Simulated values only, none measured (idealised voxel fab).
process module | voxel gate over fins
cross-section cut | 230 nm wide | cells 5 nm
A cross-section is a grid of square cells, given in bands from the top down. A band is one or more rows of cells.
Each band's line starts with the height of the band's top and of its bottom, in nm. Then come its materials from left to right, each with its width in nm. One material with "throughout" fills the band from edge to edge. "air" is empty space.
Height 0 is the level under which the wafer as received is all one material. The lowest band goes on downwards, as in "0 down".
A width such as "30 to 40" changes by the same amount from each row of cells to the next, from the band's top row to its bottom row.
"no change" after a step means that no cell of the cross-section changed.
closed voids: empty space of 8 cells or more with no open way to the top, each as width x height at its distance from the left edge, in nm
after a step's settings: what the simulator itself notes on the step
overlay nm, on a step with a mask: how far to the right of its planned place the mask lay; to the left if negative
plan
1 op RECEIVE | material Si
2 op CONFORMAL_DEP | material SiN | thk nm 10
3 op PATTERN | tone cover | mask id FINS | material resist | width nm 15 | pitch nm 40 | thk nm 15 | overlay nm 0
4 op DIRECTIONAL_ETCH | etch materials SiN | depth nm 10
5 op DIRECTIONAL_ETCH | etch materials Si | depth nm 35
6 op STRIP | etch materials resist
7 op FILL_DEP | material SiO2 | thk nm 5
8 op CMP | height nm 10
9 op SELECTIVE_ETCH | etch materials SiO2 | depth nm 20
10 op STRIP | etch materials SiN
11 op CONFORMAL_DEP | material HfO2 | thk nm 5
12 op CONFORMAL_DEP | material TiN | thk nm 5
13 op CONFORMAL_DEP | material TiAl | thk nm 5
14 op CONFORMAL_DEP | material TiN | thk nm 5
15 op FILL_DEP | material W | thk nm 15
16 op CMP | height nm 30
17 op CONFORMAL_DEP | material SiCN | thk nm 5
first wafer, as planned
as received, after step 1
  0 down: Si throughout
  closed voids: none
after step 2
  10 to 0: SiN throughout
  below 0: unchanged
after step 3
  25 to 10: air 65 | resist 15 | air 25 | resist 15 | air 25 | resist 15 | air 70
  below 10: unchanged
after step 4
  25 to 10: air 65 | resist 15 | air 25 | resist 15 | air 25 | resist 15 | air 70
  10 to 0: air 65 | SiN 15 | air 25 | SiN 15 | air 25 | SiN 15 | air 70
  below 0: unchanged
after step 5
  25 to 10: air 65 | resist 15 | air 25 | resist 15 | air 25 | resist 15 | air 70
  10 to 0: air 65 | SiN 15 | air 25 | SiN 15 | air 25 | SiN 15 | air 70
  0 to -35: air 65 | Si 15 | air 25 | Si 15 | air 25 | Si 15 | air 70
  below -35: unchanged
after step 6
  10 to 0: air 65 | SiN 15 | air 25 | SiN 15 | air 25 | SiN 15 | air 70
  below 0: unchanged
after step 7
  15 to 10: SiO2 throughout
  10 to 0: SiO2 65 | SiN 15 | SiO2 25 | SiN 15 | SiO2 25 | SiN 15 | SiO2 70
  0 to -35: SiO2 65 | Si 15 | SiO2 25 | Si 15 | SiO2 25 | Si 15 | SiO2 70
  below -35: unchanged
after step 8
  10 to 0: SiO2 65 | SiN 15 | SiO2 25 | SiN 15 | SiO2 25 | SiN 15 | SiO2 70
  below 0: unchanged
after step 9
  10 to 0: air 65 | SiN 15 | air 25 | SiN 15 | air 25 | SiN 15 | air 70
  0 to -10: air 65 | Si 15 | air 25 | Si 15 | air 25 | Si 15 | air 70
  below -10: unchanged
after step 10
  0 to -10: air 65 | Si 15 | air 25 | Si 15 | air 25 | Si 15 | air 70
  below -10: unchanged
after step 11
  5 to 0: air 60 | HfO2 25 | air 15 | HfO2 25 | air 15 | HfO2 25 | air 65
  0 to -5: air 60 | HfO2 5 | Si 15 | HfO2 5 | air 15 | HfO2 5 | Si 15 | HfO2 5 | air 15 | HfO2 5 | Si 15 | HfO2 5 | air 65
  -5 to -10: HfO2 65 | Si 15 | HfO2 25 | Si 15 | HfO2 25 | Si 15 | HfO2 70
  below -10: unchanged
after step 12
  10 to 5: air 55 | TiN 35 | air 5 | TiN 35 | air 5 | TiN 35 | air 60
  5 to 0: air 55 | TiN 5 | HfO2 25 | TiN 5 | air 5 | TiN 5 | HfO2 25 | TiN 5 | air 5 | TiN 5 | HfO2 25 | TiN 5 | air 60
  0 to -5: TiN 60 | HfO2 5 | Si 15 | HfO2 5 | TiN 15 | HfO2 5 | Si 15 | HfO2 5 | TiN 15 | HfO2 5 | Si 15 | HfO2 5 | TiN 65
  below -5: unchanged
after step 13
  15 to 10: air 50 | TiAl 125 | air 55
  10 to 5: air 50 | TiAl 5 | TiN 35 | TiAl 5 | TiN 35 | TiAl 5 | TiN 35 | TiAl 5 | air 55
  5 to 0: TiAl 55 | TiN 5 | HfO2 25 | TiN 5 | TiAl 5 | TiN 5 | HfO2 25 | TiN 5 | TiAl 5 | TiN 5 | HfO2 25 | TiN 5 | TiAl 60
  below 0: unchanged
after step 14
  20 to 15: air 45 | TiN 135 | air 50
  15 to 10: air 45 | TiN 5 | TiAl 125 | TiN 5 | air 50
  10 to 5: TiN 50 | TiAl 5 | TiN 35 | TiAl 5 | TiN 35 | TiAl 5 | TiN 35 | TiAl 5 | TiN 55
  below 5: unchanged
after step 15
  35 to 20: W throughout
  20 to 15: W 45 | TiN 135 | W 50
  15 to 10: W 45 | TiN 5 | TiAl 125 | TiN 5 | W 50
  below 10: unchanged
after step 16
  30 to 20: W throughout
  below 20: unchanged
after step 17
  35 to 30: SiCN throughout
  below 30: unchanged
second wafer: like start, like plan, one mistake. Through step 16 it matches the first wafer
when step 17 should have ended
  35 to 30: HfO2 throughout
  below 30: unchanged
what went wrong: step 17 ran as: op CONFORMAL_DEP | material HfO2 | thk nm 5
at the end the second wafer has, in cells: 46 more of HfO2 | 46 fewer of SiCN
